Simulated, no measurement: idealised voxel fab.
process module | voxel spacer lines
Section cut is 265 nm wide and gridded with 5 nm square cells.
Format of a cross-section: grid, square cells. Given as bands. Order: top down. Band: one or more rows of cells.
Heads up on the band format: heights come first, top then bottom, in nm. After that it's the materials left to right, each with its width in nm. A single material flagged "everywhere" fills the whole band edge to edge, and "empty" means there's empty space there.
It should be noted that heights are counted from 0, beneath which the wafer as supplied is of one material throughout, and that the lowest band possesses no lower boundary but continues downward, as written in "0 nm and below".
Note: "30->40" means the width goes from the first number (top row of the band) to the second number (bottom row) in equal steps per row of cells.
What does "no change occurred" mean for a step? It means no cell of the cross-section changed in that step.
Look at "Trapped void list" for the closed voids: empty spaces with no open path to the top, sized 8 cells or up. Each is width x height at distance, distance from the left edge, all nm.
Formally, on a step line, whatever follows the settings is a remark that the simulator itself makes on the step.
"overlay nm" denotes, for a step that has a mask, the displacement of the mask to the right of its planned place, with negative values corresponding to the left.

# The process steps that were planned are listed below
| 1 | RECEIVE (material Si) |
| 2 | CONFORMAL_DEP (material SiO2; thk nm 10) |
| 3 | DIRECTIONAL_DEP (material polySi; thk nm 20) |
| 4 | DIRECTIONAL_DEP (material aC; thk nm 20) |
| 5 | PATTERN (tone cover; mask id MANDREL; material resist; width nm 15; pitch nm 60; thk nm 30; overlay nm 0) |
| 6 | DIRECTIONAL_ETCH (etch materials aC; depth nm 20) |
| 7 | STRIP (etch materials resist) |
| 8 | CONFORMAL_DEP (material SiN; thk nm 10) |
| 9 | DIRECTIONAL_ETCH (etch materials SiN; depth nm 10) |
| 10 | STRIP (etch materials aC) |
| 11 | DIRECTIONAL_ETCH (etch materials polySi; depth nm 20) |
| 12 | STRIP (etch materials SiN) |
| 13 | FILL_DEP (material SiO2; thk nm 5) |
| 14 | CMP (height nm 30) |
For this document, wafers share an identical start and vary in the step 5 width nm; the plan quotes the first wafer's value.

# The first of several wafers in cross-section, exactly as it reached us after step 1
> 0 nm and below | Si everywhere
> Trapped void list: none

# Post step 14, the closing step of the module: first of several wafers, cross-sectioned
> 30 nm to 10 nm | 55 of SiO2  10 of polySi  15 of SiO2  10 of polySi  25 of SiO2  10 of polySi  15 of SiO2  10 of polySi  25 of SiO2  10 of polySi  15 of SiO2  10 of polySi  55 of SiO2
> 10 nm to 0 nm | SiO2 everywhere
> 0 nm and below | Si everywhere
> Trapped void list: none

# Cross-section at module completion, last wafer
> 30 nm to 10 nm | 45 of SiO2  10 of polySi  35 of SiO2  10 of polySi  5 of SiO2  10 of polySi  35 of SiO2  10 of polySi  5 of SiO2  10 of polySi  35 of SiO2  10 of polySi  45 of SiO2
> 10 nm to 0 nm | SiO2 everywhere
> 0 nm and below | Si everywhere
> Trapped void list: none

# Basically each wafer gets a line in the table, showing it at the end of the module: material by material, the cells it gained (+) or lost (-) since we got it, then its closed voids
width nm 15, +270 SiO2, +48 polySi, Trapped void list: none
width nm 20, +270 SiO2, +48 polySi, Trapped void list: none
width nm 25, +270 SiO2, +48 polySi, Trapped void list: none
width nm 30, +270 SiO2, +48 polySi, Trapped void list: none
width nm 35, +270 SiO2, +48 polySi, Trapped void list: none
